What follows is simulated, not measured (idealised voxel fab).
The following is a process module called voxel lift off.
Cross-sectional view cut (width: 300 nm; square cell size: 5 nm).
Bands, listed from the top down, are how a cross-section gets written in this document; the cross-section itself is a grid of square cells, and a band is one or more rows of them. Within each band entry, the heights of the top and of the bottom of the band appear first, in that order and in nm; the materials of the band then follow from left to right, each with its corresponding width in nm. The designation "full width" on a single material indicates that it fills the band from edge to edge; the designation "air" indicates empty space. Heights are reckoned from 0. Under this level, the received wafer is all of one material. The bottommost band is open-ended downward, for example "0 -> down". Note: "30->40" means the width goes from the first number (top row of the band) to the second number (bottom row) in equal steps per row of cells. Given "remained the same" for a step, no cell of the cross-section differs between before and after that step. If an empty space has no open way to the top and is at least 8 cells in size, "Enclosed empty spaces" lists it, written width x height at distance, where distance is measured from the left edge and every value is in nm. Where a step's line continues beyond its settings, the continuation is a remark by the simulator itself on that step. If you see "overlay nm" on a step's line and that step has a mask, it's telling you how far right of where it was planned the mask ended up; a negative number means it went left instead.

Process steps (planned):
- 1: RECEIVE | material Si
- 2: CONFORMAL_DEP | material SiN | thk nm 15
- 3: PATTERN | tone open | mask id LINES | material resist | width nm 15 | pitch nm 30 | thk nm 30 | overlay nm 0
- 4: DIRECTIONAL_DEP | material Ru | thk nm 15
- 5: STRIP | etch materials resist
- 6: CONFORMAL_DEP | material SiCN | thk nm 5

This is the cross-section of the wafer as we received it, i.e. after step 1:
* 0 -> down = Si full width
* Enclosed empty spaces: none

First of two wafers, end-of-module section, run followed plan:
* 35 -> 30 = 120 air, 25 SiCN, 5 air, 25 SiCN, 125 air
* 30 -> 20 = 120 air, 5 SiCN, 15 Ru, 5 SiCN, 5 air, 5 SiCN, 15 Ru, 5 SiCN, 125 air
* 20 -> 15 = 125 SiCN, 15 Ru, 15 SiCN, 15 Ru, 130 SiCN
* 15 -> 0 = SiN full width
* 0 -> down = Si full width
* Enclosed empty spaces: none

Wafer two, end of module, cross-section. Same start, same plan as wafer one. One mistake in the run:
* 30 -> 15 = 125 air, 15 Ru, 15 air, 15 Ru, 130 air
* 15 -> 0 = SiN full width
* 0 -> down = Si full width
* Enclosed empty spaces: none
Deviation from plan: the plan's step 6 went unexecuted, having been skipped
Materials where the second wafer ends with more or fewer cells than the first: SiCN -72
